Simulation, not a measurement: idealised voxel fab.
Title: Process Module voxel gate over fins
Each square cell in cross-section cut measures 5 nm, and the section as a whole is 280 nm wide.
Cross-sections here: square-cell grids, written as top-down lists of bands, a band being one or more rows of cells. Band: top height; bottom height; in nm. Then, left to right: material with width in nm, for each material. "full width": a single material spanning edge to edge. "empty": empty space. For the purposes of this specification, 0 denotes the height below which the wafer in its as-received condition is composed wholly of one material, and the lowermost band, lacking a lower limit, extends downward without end, as expressed in "0 nm and below". Width: "30 to 40" (first number = top row, second number = bottom row, same change from row to row of cells). Where a step carries "everything unchanged", the cross-section came out of it unchanged, cell for cell. In the "Enclosed void inventory" entry, you get each enclosed empty space of 8 cells or more, one with no open way to the top, written width x height at distance, distance from the left edge, in nm. Formally, on a step line, whatever follows the settings is a remark that the simulator itself makes on the step. For masked steps, "overlay nm" on the step line gives how far right of plan the mask actually lay; a minus sign means it lay to the left.

Process steps - plan:
1,RECEIVE: material Si
2,CONFORMAL_DEP: material SiN, thk nm 5
3,DIRECTIONAL_DEP: material aC, thk nm 10
4,PATTERN: tone cover, mask id FINS, material resist, width nm 15, pitch nm 45, thk nm 25, overlay nm 0
5,DIRECTIONAL_ETCH: etch materials aC, depth nm 10
6,STRIP: etch materials resist
7,DIRECTIONAL_ETCH: etch materials SiN, depth nm 5
8,DIRECTIONAL_ETCH: etch materials Si, depth nm 30
9,STRIP: etch materials aC
10,FILL_DEP: material SiO2, thk nm 10
11,CMP: height nm 5
12,SELECTIVE_ETCH: etch materials SiO2, depth nm 20
13,STRIP: etch materials SiN
14,CONFORMAL_DEP: material HfO2, thk nm 5
15,CONFORMAL_DEP: material TiN, thk nm 5
16,CONFORMAL_DEP: material TiAl, thk nm 5
17,CONFORMAL_DEP: material TiN, thk nm 5
18,FILL_DEP: material W, thk nm 10
19,CMP: height nm 25
20,CONFORMAL_DEP: material SiCN, thk nm 10

As-received state of the wafer in cross-section, equivalent to post-step 1:
0 nm and below: Si full width
Enclosed void inventory: none

Wafer cross-section at end of module: start and plan as shown above, one execution error:
35 nm to 25 nm: SiCN full width
25 nm to 15 nm: W full width
15 nm to 10 nm: W=50, TiN=180, W=50
10 nm to 5 nm: W=50, TiN=5, TiAl=35, TiN=10, TiAl=35, TiN=10, TiAl=35, TiN=10, TiAl=35, TiN=5, W=50
5 nm to 0 nm: W=50, TiN=5, TiAl=5, HfO2=25, TiAl=5, TiN=10, TiAl=5, HfO2=25, TiAl=5, TiN=10, TiAl=5, HfO2=25, TiAl=5, TiN=10, TiAl=5, HfO2=25, TiAl=5, TiN=5, W=50
0 nm to -5 nm: TiN=55, TiAl=5, HfO2=5, Si=15, HfO2=5, TiAl=5, TiN=10, TiAl=5, HfO2=5, Si=15, HfO2=5, TiAl=5, TiN=10, TiAl=5, HfO2=5, Si=15, HfO2=5, TiAl=5, TiN=10, TiAl=5, HfO2=5, Si=15, HfO2=5, TiAl=5, TiN=55
-5 nm to -10 nm: TiAl=60, HfO2=5, Si=15, HfO2=5, TiAl=20, HfO2=5, Si=15, HfO2=5, TiAl=20, HfO2=5, Si=15, HfO2=5, TiAl=20, HfO2=5, Si=15, HfO2=5, TiAl=60
-10 nm to -15 nm: HfO2=65, Si=15, HfO2=30, Si=15, HfO2=30, Si=15, HfO2=30, Si=15, HfO2=65
-15 nm to -30 nm: SiO2=65, Si=15, SiO2=30, Si=15, SiO2=30, Si=15, SiO2=30, Si=15, SiO2=65
-30 nm and below: Si full width
Enclosed void inventory: none
What broke from the plan during processing? heads up, step 15 of the plan was skipped and never actually ran
